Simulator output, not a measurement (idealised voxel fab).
process module | voxel ribs on slabs
cross-section cut | 175 nm wide | cells 5 nm
A cross-section is a grid of square cells, given in bands from the top down. A band is one or more rows of cells.
Each band's line starts with the height of the band's top and of its bottom, in nm. Then come its materials from left to right, each with its width in nm. One material with "throughout" fills the band from edge to edge. "air" is empty space.
Height 0 is the level under which the wafer as received is all one material. The lowest band goes on downwards, as in "0 down".
A width such as "30 to 40" changes by the same amount from each row of cells to the next, from the band's top row to its bottom row.
"no change" after a step means that no cell of the cross-section changed.
closed voids: empty space of 8 cells or more with no open way to the top, each as width x height at its distance from the left edge, in nm
after a step's settings: what the simulator itself notes on the step
overlay nm, on a step with a mask: how far to the right of its planned place the mask lay; to the left if negative
plan
1 op RECEIVE | material Si
2 op DIRECTIONAL_DEP | material SiO2 | thk nm 30
3 op DIRECTIONAL_DEP | material SiN | thk nm 20
4 op MASKED_ETCH | tone cover | mask id RIB | width nm 25 | etch materials SiN | depth nm 5 | overlay nm 0
5 op PATTERN | tone cover | mask id SLAB | material resist | width nm 85 | thk nm 15 | overlay nm 0
6 op DIRECTIONAL_ETCH | etch materials SiN | depth nm 15
7 op STRIP | etch materials resist
8 op FILL_DEP | material SiO2 | thk nm 20
9 op CMP | height nm 60
10 op DIRECTIONAL_DEP | material W | thk nm 5
11 op DIRECTIONAL_DEP | material aC | thk nm 10
12 op PATTERN | tone cover | mask id HEATER | material resist | width nm 35 | thk nm 30 | overlay nm 0
13 op DIRECTIONAL_ETCH | etch materials aC | depth nm 10
14 op STRIP | etch materials resist
15 op DIRECTIONAL_ETCH | etch materials W | depth nm 5
16 op STRIP | etch materials aC
17 op CONFORMAL_DEP | material SiN | thk nm 5
first wafer, as planned
as received, after step 1
  0 down: Si throughout
  closed voids: none
after step 2
  30 to 0: SiO2 throughout
  below 0: unchanged
after step 3
  50 to 30: SiN throughout
  below 30: unchanged
after step 4
  50 to 45: air 75 | SiN 25 | air 75
  below 45: unchanged
after step 5
  65 to 50: air 45 | resist 85 | air 45
  50 to 45: air 45 | resist 30 | SiN 25 | resist 30 | air 45
  below 45: unchanged
after step 6
  65 to 50: air 45 | resist 85 | air 45
  50 to 45: air 45 | resist 30 | SiN 25 | resist 30 | air 45
  45 to 30: air 45 | SiN 85 | air 45
  below 30: unchanged
after step 7
  50 to 45: air 75 | SiN 25 | air 75
  below 45: unchanged
after step 8
  70 to 50: SiO2 throughout
  50 to 45: SiO2 75 | SiN 25 | SiO2 75
  45 to 30: SiO2 45 | SiN 85 | SiO2 45
  below 30: unchanged
after step 9
  60 to 50: SiO2 throughout
  below 50: unchanged
after step 10
  65 to 60: W throughout
  below 60: unchanged
after step 11
  75 to 65: aC throughout
  below 65: unchanged
after step 12
  105 to 75: air 70 | resist 35 | air 70
  below 75: unchanged
after step 13
  95 to 75: air 70 | resist 35 | air 70
  75 to 65: air 70 | aC 35 | air 70
  below 65: unchanged
after step 14
  75 to 65: air 70 | aC 35 | air 70
  below 65: unchanged
after step 15
  75 to 65: air 70 | aC 35 | air 70
  65 to 60: air 70 | W 35 | air 70
  below 60: unchanged
after step 16
  65 to 60: air 70 | W 35 | air 70
  below 60: unchanged
after step 17
  70 to 65: air 65 | SiN 45 | air 65
  65 to 60: SiN 70 | W 35 | SiN 70
  below 60: unchanged
second wafer: like start, like plan, one mistake. Through step 1 it matches the first wafer
when step 2 should have ended
  20 to 0: SiN throughout
  below 0: unchanged
when step 3 should have ended
  50 to 20: SiO2 throughout
  below 20: unchanged
when step 4 should have ended: no change
when step 5 should have ended
  65 to 50: air 45 | resist 85 | air 45
  below 50: unchanged
when step 6 should have ended: no change
when step 7 should have ended
  50 to 20: SiO2 throughout
  below 20: unchanged
when step 8 should have ended
  70 to 20: SiO2 throughout
  below 20: unchanged
when step 9 should have ended
  60 to 20: SiO2 throughout
  below 20: unchanged
when step 10 should have ended
  65 to 60: W throughout
  below 60: unchanged
when step 11 should have ended
  75 to 65: aC throughout
  below 65: unchanged
when step 12 should have ended
  105 to 75: air 70 | resist 35 | air 70
  below 75: unchanged
when step 13 should have ended
  95 to 75: air 70 | resist 35 | air 70
  75 to 65: air 70 | aC 35 | air 70
  below 65: unchanged
when step 14 should have ended
  75 to 65: air 70 | aC 35 | air 70
  below 65: unchanged
when step 15 should have ended
  75 to 65: air 70 | aC 35 | air 70
  65 to 60: air 70 | W 35 | air 70
  below 60: unchanged
when step 16 should have ended
  65 to 60: air 70 | W 35 | air 70
  below 60: unchanged
when step 17 should have ended
  70 to 65: air 65 | SiN 45 | air 65
  65 to 60: SiN 70 | W 35 | SiN 70
  below 60: unchanged
what went wrong: steps 2 and 3 were swapped
at the end the second wafer has, in cells: 84 more of SiN | 84 fewer of SiO2
